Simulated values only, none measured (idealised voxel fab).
Documented hereafter: the process module known as voxel transistor to metal.
Section cut is 240 nm wide and gridded with 5 nm square cells.
How to read a cross-section here: the picture is a grid of square cells, written as bands going from the top down, and any band can span one or more rows of cells. Each band's line starts with the height of the band's top and of its bottom, in nm. Then come its materials from left to right, each with its width in nm. One material with "all across" fills the band from edge to edge. "blank" is empty space. All heights in this document are referenced to 0, defined as the level beneath which the wafer, as received, consists entirely of one material. The lowest band is not bounded below; it extends indefinitely downward and is written in the form "0 nm and below". It should be noted that a width expressed as "30 to 40" varies in equal increments from row to row of cells within the band, taking the value of the first number at the top row and that of the second number at the bottom row. "nothing different", as given for a step, is the statement that not any cell of the cross-section underwent a change during that step. The list in "Cavities, sealed" covers empty spaces of 8 cells or more that cannot reach the top through any open way, and it gives each as width x height at distance; the distance is from the left edge, and width, height and distance are in nm. Note: text after step settings on the step line = simulator remark on that step. A step's line can hold "overlay nm"; with a mask on that step, the setting says how far right of the planned place the mask lay, while a negative setting says it lay to the left.
# So here's the lineup of process steps we planned
1 RECEIVE (material Si)
2 CONFORMAL_DEP (material SiO2; thk nm 5)
3 CONFORMAL_DEP (material SiN; thk nm 15)
4 PATTERN (tone cover; mask id ACTIVE; material resist; width nm 95; pitch nm 115; thk nm 15; overlay nm 0)
5 DIRECTIONAL_ETCH (etch materials SiN; depth nm 15)
6 DIRECTIONAL_ETCH (etch materials SiO2; depth nm 5)
7 DIRECTIONAL_ETCH (etch materials Si; depth nm 35)
8 STRIP (etch materials resist)
9 OXIDIZE (depth nm 5)
10 FILL_DEP (material SiO2; thk nm 5)
11 CMP (height nm 20)
12 SELECTIVE_ETCH (etch materials SiO2; depth nm 10)
13 STRIP (etch materials SiN)
14 SELECTIVE_ETCH (etch materials SiO2; depth nm 5)
15 OXIDIZE (depth nm 5)
16 DIRECTIONAL_DEP (material polySi; thk nm 20)
17 DIRECTIONAL_DEP (material SiCN; thk nm 15)
18 DIRECTIONAL_DEP (material aC; thk nm 15)
19 PATTERN (tone cover; mask id GATE; material resist; width nm 15; pitch nm 115; thk nm 30; overlay nm 0)
20 DIRECTIONAL_ETCH (etch materials aC; depth nm 15)
21 STRIP (etch materials resist)
22 DIRECTIONAL_ETCH (etch materials SiCN; depth nm 25)
23 DIRECTIONAL_ETCH (etch materials polySi; depth nm 30)
24 STRIP (etch materials aC)
25 CONFORMAL_DEP (material SiN; thk nm 10)
26 DIRECTIONAL_ETCH (etch materials SiN; depth nm 10)
27 DIRECTIONAL_ETCH (etch materials SiO2; depth nm 5)
28 DIRECTIONAL_ETCH (etch materials Si; depth nm 10)
29 EPI (material pSi; thk nm 10)
30 FILL_DEP (material SiO2; thk nm 10)
31 CMP (height nm 35)
32 DIRECTIONAL_DEP (material SiO2; thk nm 10)
33 PATTERN (tone open; mask id CONTACT; material resist; width nm 30; thk nm 15; overlay nm 0)
34 DIRECTIONAL_ETCH (etch materials SiO2; depth nm 50)
35 STRIP (etch materials resist)
36 CONFORMAL_DEP (material TiN; thk nm 5)
37 FILL_DEP (material Ru; thk nm 5)
38 CMP (height nm 45)
39 DIRECTIONAL_DEP (material TiN; thk nm 5)
40 DIRECTIONAL_DEP (material W; thk nm 15)
41 MASKED_ETCH (tone cover; mask id METAL_1; width nm 15; etch materials W; depth nm 15; overlay nm 0)
42 MASKED_ETCH (tone cover; mask id METAL_1; width nm 15; etch materials TiN; depth nm 5; overlay nm 0)
43 FILL_DEP (material SiO2; thk nm 5)
44 CMP (height nm 65)
45 CONFORMAL_DEP (material SiN; thk nm 5)
# As received (post step 1): cross-section
* 0 nm and below: Si all across
* Cavities, sealed: none
# Cross-sectional view of the first of the two wafers upon completion of the module, processed in accordance with the plan
* 70 nm to 65 nm: SiN all across
* 65 nm to 50 nm: SiO2 (20) / W (15) / SiO2 (55) / W (15) / SiO2 (30) / W (15) / SiO2 (55) / W (15) / SiO2 (20)
* 50 nm to 45 nm: SiO2 (20) / TiN (15) / SiO2 (55) / TiN (15) / SiO2 (30) / TiN (15) / SiO2 (55) / TiN (15) / SiO2 (20)
* 45 nm to 35 nm: SiO2 (20) / TiN (5) / Ru (20 to 15) / TiN (5 to 10) / SiO2 (25) / TiN (5 to 10) / Ru (20 to 15) / TiN (5) / SiO2 (30) / TiN (5) / Ru (20 to 15) / TiN (5 to 10) / SiO2 (25) / TiN (5 to 10) / Ru (20 to 15) / TiN (5) / SiO2 (20)
* 35 nm to 20 nm: SiO2 (20) / TiN (5) / Ru (15) / TiN (5) / SiN (10) / SiCN (15) / SiN (10) / TiN (5) / Ru (15) / TiN (5) / SiO2 (30) / TiN (5) / Ru (15) / TiN (5) / SiN (10) / SiCN (15) / SiN (10) / TiN (5) / Ru (15) / TiN (5) / SiO2 (20)
* 20 nm to 10 nm: SiO2 (20) / TiN (5) / Ru (15) / TiN (5) / SiN (10) / polySi (15) / SiN (10) / TiN (5) / Ru (15) / TiN (5) / SiO2 (30) / TiN (5) / Ru (15) / TiN (5) / SiN (10) / polySi (15) / SiN (10) / TiN (5) / Ru (15) / TiN (5) / SiO2 (20)
* 10 nm to 5 nm: SiO2 (20) / TiN (5) / Ru (5) / TiN (15) / SiN (10) / polySi (15) / SiN (10) / TiN (15) / Ru (5) / TiN (5) / SiO2 (30) / TiN (5) / Ru (5) / TiN (15) / SiN (10) / polySi (15) / SiN (10) / TiN (15) / Ru (5) / TiN (5) / SiO2 (20)
* 5 nm to 0 nm: SiO2 (10) / SiN (10) / TiN (5) / Ru (5) / TiN (5) / pSi (10) / SiN (10) / polySi (15) / SiN (10) / pSi (10) / TiN (5) / Ru (5) / TiN (5) / SiN (10) / SiO2 (10) / SiN (10) / TiN (5) / Ru (5) / TiN (5) / pSi (10) / SiN (10) / polySi (15) / SiN (10) / pSi (10) / TiN (5) / Ru (5) / TiN (5) / SiN (10) / SiO2 (10)
* 0 nm to -5 nm: SiO2 (20) / TiN (15) / pSi (10) / SiO2 (35) / pSi (10) / TiN (15) / SiO2 (30) / TiN (15) / pSi (10) / SiO2 (35) / pSi (10) / TiN (15) / SiO2 (20)
* -5 nm to -15 nm: SiO2 (20) / pSi (25) / Si (35) / pSi (25) / SiO2 (30) / pSi (25) / Si (35) / pSi (25) / SiO2 (20)
* -15 nm to -40 nm: SiO2 (20) / Si (85) / SiO2 (30) / Si (85) / SiO2 (20)
* -40 nm and below: Si all across
* Cavities, sealed: none
# Second wafer cross-section at end of module - shared start and plan with the first, one mistake in the run
* 70 nm to 65 nm: SiN all across
* 65 nm to 50 nm: SiO2 (20) / W (15) / SiO2 (55) / W (15) / SiO2 (30) / W (15) / SiO2 (55) / W (15) / SiO2 (20)
* 50 nm to 45 nm: SiO2 (20) / TiN (15) / SiO2 (55) / TiN (15) / SiO2 (30) / TiN (15) / SiO2 (55) / TiN (15) / SiO2 (20)
* 45 nm to 35 nm: SiO2 (20) / TiN (5) / Ru (20 to 15) / TiN (5 to 10) / SiO2 (25) / TiN (5 to 15) / Ru (20 to 10) / TiN (5) / SiO2 (30) / TiN (5) / Ru (20 to 15) / TiN (5 to 10) / SiO2 (25) / TiN (5 to 15) / Ru (20 to 10) / TiN (5) / SiO2 (20)
* 35 nm to 20 nm: SiO2 (20) / TiN (5) / Ru (15) / TiN (5) / SiN (10) / SiCN (20) / SiN (10) / TiN (5) / Ru (10) / TiN (5) / SiO2 (30) / TiN (5) / Ru (15) / TiN (5) / SiN (10) / SiCN (20) / SiN (10) / TiN (5) / Ru (10) / TiN (5) / SiO2 (20)
* 20 nm to 10 nm: SiO2 (20) / TiN (5) / Ru (15) / TiN (5) / SiN (10) / polySi (20) / SiN (10) / TiN (5) / Ru (10) / TiN (5) / SiO2 (30) / TiN (5) / Ru (15) / TiN (5) / SiN (10) / polySi (20) / SiN (10) / TiN (5) / Ru (10) / TiN (5) / SiO2 (20)
* 10 nm to 5 nm: SiO2 (20) / TiN (5) / Ru (5) / TiN (15) / SiN (10) / polySi (20) / SiN (10) / TiN (20) / SiO2 (30) / TiN (5) / Ru (5) / TiN (15) / SiN (10) / polySi (20) / SiN (10) / TiN (20) / SiO2 (20)
* 5 nm to 0 nm: SiO2 (10) / SiN (10) / TiN (5) / Ru (5) / TiN (5) / pSi (10) / SiN (10) / polySi (20) / SiN (10) / pSi (10) / TiN (10) / SiN (10) / SiO2 (10) / SiN (10) / TiN (5) / Ru (5) / TiN (5) / pSi (10) / SiN (10) / polySi (20) / SiN (10) / pSi (10) / TiN (10) / SiN (10) / SiO2 (10)
* 0 nm to -5 nm: SiO2 (20) / TiN (15) / pSi (10) / SiO2 (40) / pSi (10) / TiN (10) / SiO2 (30) / TiN (15) / pSi (10) / SiO2 (40) / pSi (10) / TiN (10) / SiO2 (20)
* -5 nm to -15 nm: SiO2 (20) / pSi (25) / Si (40) / pSi (20) / SiO2 (30) / pSi (25) / Si (40) / pSi (20) / SiO2 (20)
* -15 nm to -40 nm: SiO2 (20) / Si (85) / SiO2 (30) / Si (85) / SiO2 (20)
* -40 nm and below: Si all across
* Cavities, sealed: none
Where did the run depart from the plan? step 19 was not run as planned; what actually ran was PATTERN (tone cover; mask id GATE; material resist; width nm 20; pitch nm 115; thk nm 30; overlay nm 0)
Count the cells at the end and the second wafer has more or fewer of some materials than the first: Ru: 16 fewer; Si: 4 more; SiCN: 6 more; SiO2: 2 more; pSi: 4 fewer; polySi: 8 more
